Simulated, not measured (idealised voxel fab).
This is a process module. Its name is voxel lift off.
Cross-sectional view cut (width: 230 nm; square cell size: 5 nm).
Cross-section format: a grid of square cells, given as bands from top to bottom; each band is one or more rows of cells. Quick guide to a band line: top height, bottom height (nm) up front; then every material left to right with its width in nm. Only one material and it's marked "full width"? Then it fills the band edge to edge. And "empty" just means empty space. Height 0 is the level under which the wafer as received is all one material. The lowest band goes on downwards, as in "top 0, no bottom". Quick explanation for "30->40": the width changes in equal steps down the rows of cells, from the first number in the band's top row to the second number in its bottom row. Where a step carries "nothing different", the cross-section came out of it unchanged, cell for cell. In the "Enclosed void inventory" entry, you get each enclosed empty space of 8 cells or more, one with no open way to the top, written width x height at distance, distance from the left edge, in nm. Where a step's line continues beyond its settings, the continuation is a remark by the simulator itself on that step. overlay nm: step with mask; distance mask lay right of planned place; negative value = left of planned place. Below you will find pairs of cross-sections. In each, one shows the wafer before one process step and the other after it, with the after view ending at the lowest band that changed. Under each pair is the step separating them, along with its settings. Do not assume the pairs form a chain: they can come from different runs of this module on the same starting wafer, and a pair continues from the pair above it only when its "State before" entry says so.
### State before
* top 0, no bottom: Si full width
* Enclosed void inventory: none
### Step Result
* top 5, bottom 0: SiN full width
* Under the height 0 nothing was changed.
* Enclosed void inventory: none
The before and after cross-sections above are linked by CONFORMAL_DEP: material SiN, thk nm 5
State before: as shown after the step in the preceding pair, directly above.
### Step Result
* top 20, bottom 5: resist=45; empty=30; resist=25; empty=30; resist=25; empty=30; resist=45
* Under the height 5 nothing was changed.
* Enclosed void inventory: none
The before and after cross-sections above are linked by PATTERN: tone open, mask id LINES, material resist, width nm 30, pitch nm 55, thk nm 15, overlay nm 0
State before: as shown after the step in the preceding pair, directly above.
### Step Result
* top 25, bottom 20: Ru=45; empty=30; Ru=25; empty=30; Ru=25; empty=30; Ru=45
* top 20, bottom 10: resist=45; empty=30; resist=25; empty=30; resist=25; empty=30; resist=45
* top 10, bottom 5: resist=45; Ru=30; resist=25; Ru=30; resist=25; Ru=30; resist=45
* Under the height 5 nothing was changed.
* Enclosed void inventory: none
The before and after cross-sections above are linked by DIRECTIONAL_DEP: material Ru, thk nm 5
State before: as shown after the step in the preceding pair, directly above.
### Step Result
* top 10, bottom 5: empty=45; Ru=30; empty=25; Ru=30; empty=25; Ru=30; empty=45
* Under the height 5 nothing was changed.
* Enclosed void inventory: none
The before and after cross-sections above are linked by STRIP: etch materials resist
State before: as shown after the step in the preceding pair, directly above.
### Step Result
* top 20, bottom 15: empty=35; SiO2=50; empty=5; SiO2=50; empty=5; SiO2=50; empty=35
* top 15, bottom 10: SiO2 full width
* top 10, bottom 5: SiO2=45; Ru=30; SiO2=25; Ru=30; SiO2=25; Ru=30; SiO2=45
* Under the height 5 nothing was changed.
* Enclosed void inventory: none
The before and after cross-sections above are linked by CONFORMAL_DEP: material SiO2, thk nm 10
### State before
* top 20, bottom 5: resist=45; empty=30; resist=25; empty=30; resist=25; empty=30; resist=45
* top 5, bottom 0: SiN full width
* top 0, no bottom: Si full width
* Enclosed void inventory: none
### Step Result
* top 5, bottom 0: SiN full width
* Under the height 0 nothing was changed.
* Enclosed void inventory: none
The before and after cross-sections above are linked by STRIP: etch materials resist
State before: as shown after the step in the preceding pair, directly above.
### Step Result
* top 15, bottom 5: SiO2 full width
* Under the height 5 nothing was changed.
* Enclosed void inventory: none
The before and after cross-sections above are linked by CONFORMAL_DEP: material SiO2, thk nm 10
### State before
* top 10, bottom 5: empty=45; Ru=30; empty=25; Ru=30; empty=25; Ru=30; empty=45
* top 5, bottom 0: SiN full width
* top 0, no bottom: Si full width
* Enclosed void inventory: none
### Step Result
* top 25, bottom 20: empty=30; SiO2=170; empty=30
* top 20, bottom 10: SiO2 full width
* top 10, bottom 5: SiO2=45; Ru=30; SiO2=25; Ru=30; SiO2=25; Ru=30; SiO2=45
* Under the height 5 nothing was changed.
* Enclosed void inventory: none
The before and after cross-sections above are linked by CONFORMAL_DEP: material SiO2, thk nm 15
### State before
* top 5, bottom 0: SiN full width
* top 0, no bottom: Si full width
* Enclosed void inventory: none
### Step Result
* top 20, bottom 5: resist=45; empty=35; resist=20; empty=35; resist=20; empty=35; resist=40
* Under the height 5 nothing was changed.
* Enclosed void inventory: none
The before and after cross-sections above are linked by PATTERN: tone open, mask id LINES, material resist, width nm 35, pitch nm 55, thk nm 15, overlay nm 0
State before: as shown after the step in the preceding pair, directly above.
### Step Result
* top 25, bottom 20: Ru=45; empty=35; Ru=20; empty=35; Ru=20; empty=35; Ru=40
* top 20, bottom 10: resist=45; empty=35; resist=20; empty=35; resist=20; empty=35; resist=40
* top 10, bottom 5: resist=45; Ru=35; resist=20; Ru=35; resist=20; Ru=35; resist=40
* Under the height 5 nothing was changed.
* Enclosed void inventory: none
The before and after cross-sections above are linked by DIRECTIONAL_DEP: material Ru, thk nm 5
State before: as shown after the step in the preceding pair, directly above.
### Step Result
* top 10, bottom 5: empty=45; Ru=35; empty=20; Ru=35; empty=20; Ru=35; empty=40
* Under the height 5 nothing was changed.
* Enclosed void inventory: none
The before and after cross-sections above are linked by STRIP: etch materials resist
State before: as shown after the step in the preceding pair, directly above.
### Step Result
* top 20, bottom 15: empty=35; SiO2=165; empty=30
* top 15, bottom 10: SiO2 full width
* top 10, bottom 5: SiO2=45; Ru=35; SiO2=20; Ru=35; SiO2=20; Ru=35; SiO2=40
* Under the height 5 nothing was changed.
* Enclosed void inventory: none
The before and after cross-sections above are linked by CONFORMAL_DEP: material SiO2, thk nm 10
### State before
* top 5, bottom 0: SiN full width
* top 0, no bottom: Si full width
* Enclosed void inventory: none
### Step Result
* top 20, bottom 5: resist=55; empty=30; resist=25; empty=30; resist=25; empty=30; resist=35
* Under the height 5 nothing was changed.
* Enclosed void inventory: none
The before and after cross-sections above are linked by PATTERN: tone open, mask id LINES, material resist, width nm 30, pitch nm 55, thk nm 15, overlay nm 10
State before: as shown after the step in the preceding pair, directly above.
### Step Result
* top 25, bottom 20: Ru=55; empty=30; Ru=25; empty=30; Ru=25; empty=30; Ru=35
* top 20, bottom 10: resist=55; empty=30; resist=25; empty=30; resist=25; empty=30; resist=35
* top 10, bottom 5: resist=55; Ru=30; resist=25; Ru=30; resist=25; Ru=30; resist=35
* Under the height 5 nothing was changed.
* Enclosed void inventory: none
The before and after cross-sections above are linked by DIRECTIONAL_DEP: material Ru, thk nm 5
State before: as shown after the step in the preceding pair, directly above.
### Step Result
* top 10, bottom 5: empty=55; Ru=30; empty=25; Ru=30; empty=25; Ru=30; empty=35
* Under the height 5 nothing was changed.
* Enclosed void inventory: none
The before and after cross-sections above are linked by STRIP: etch materials resist
State before: as shown after the step in the preceding pair, directly above.
### Step Result
* top 20, bottom 15: empty=45; SiO2=50; empty=5; SiO2=50; empty=5; SiO2=50; empty=25
* top 15, bottom 10: SiO2 full width
* top 10, bottom 5: SiO2=55; Ru=30; SiO2=25; Ru=30; SiO2=25; Ru=30; SiO2=35
* Under the height 5 nothing was changed.
* Enclosed void inventory: none
The before and after cross-sections above are linked by CONFORMAL_DEP: material SiO2, thk nm 10
### State before
* top 20, bottom 5: resist=45; empty=30; resist=25; empty=30; resist=25; empty=30; resist=45
* top 5, bottom 0: SiN full width
* top 0, no bottom: Si full width
* Enclosed void inventory: none
### Step Result
* top 25, bottom 20: SiN=45; empty=30; SiN=25; empty=30; SiN=25; empty=30; SiN=45
* top 20, bottom 10: resist=45; empty=30; resist=25; empty=30; resist=25; empty=30; resist=45
* top 10, bottom 5: resist=45; SiN=30; resist=25; SiN=30; resist=25; SiN=30; resist=45
* Under the height 5 nothing was changed.
* Enclosed void inventory: none
The before and after cross-sections above are linked by DIRECTIONAL_DEP: material SiN, thk nm 5
State before: as shown after the step in the preceding pair, directly above.
### Step Result
* top 10, bottom 5: empty=45; SiN=30; empty=25; SiN=30; empty=25; SiN=30; empty=45
* Under the height 5 nothing was changed.
* Enclosed void inventory: none
The before and after cross-sections above are linked by STRIP: etch materials resist
State before: as shown after the step in the preceding pair, directly above.
### Step Result
* top 20, bottom 15: empty=35; SiO2=50; empty=5; SiO2=50; empty=5; SiO2=50; empty=35
* top 15, bottom 10: SiO2 full width
* top 10, bottom 5: SiO2=45; SiN=30; SiO2=25; SiN=30; SiO2=25; SiN=30; SiO2=45
* Under the height 5 nothing was changed.
* Enclosed void inventory: none
The before and after cross-sections above are linked by CONFORMAL_DEP: material SiO2, thk nm 10
### State before
* top 5, bottom 0: SiN full width
* top 0, no bottom: Si full width
* Enclosed void inventory: none
### Step Result
* top 20, bottom 5: empty=45; resist=30; empty=25; resist=30; empty=25; resist=30; empty=45
* Under the height 5 nothing was changed.
* Enclosed void inventory: none
The before and after cross-sections above are linked by PATTERN: tone cover, mask id LINES, material resist, width nm 30, pitch nm 55, thk nm 15, overlay nm 0
State before: as shown after the step in the preceding pair, directly above.
### Step Result
* top 25, bottom 20: empty=45; Ru=30; empty=25; Ru=30; empty=25; Ru=30; empty=45
* top 20, bottom 10: empty=45; resist=30; empty=25; resist=30; empty=25; resist=30; empty=45
* top 10, bottom 5: Ru=45; resist=30; Ru=25; resist=30; Ru=25; resist=30; Ru=45
* Under the height 5 nothing was changed.
* Enclosed void inventory: none
The before and after cross-sections above are linked by DIRECTIONAL_DEP: material Ru, thk nm 5
State before: as shown after the step in the preceding pair, directly above.
### Step Result
* top 10, bottom 5: Ru=45; empty=30; Ru=25; empty=30; Ru=25; empty=30; Ru=45
* Under the height 5 nothing was changed.
* Enclosed void inventory: none
The before and after cross-sections above are linked by STRIP: etch materials resist
State before: as shown after the step in the preceding pair, directly above.
### Step Result
* top 20, bottom 15: SiO2=55; empty=10; SiO2=45; empty=10; SiO2=45; empty=10; SiO2=55
* top 15, bottom 10: SiO2 full width
* top 10, bottom 5: Ru=45; SiO2=30; Ru=25; SiO2=30; Ru=25; SiO2=30; Ru=45
* Under the height 5 nothing was changed.
* Enclosed void inventory: none
The before and after cross-sections above are linked by CONFORMAL_DEP: material SiO2, thk nm 10
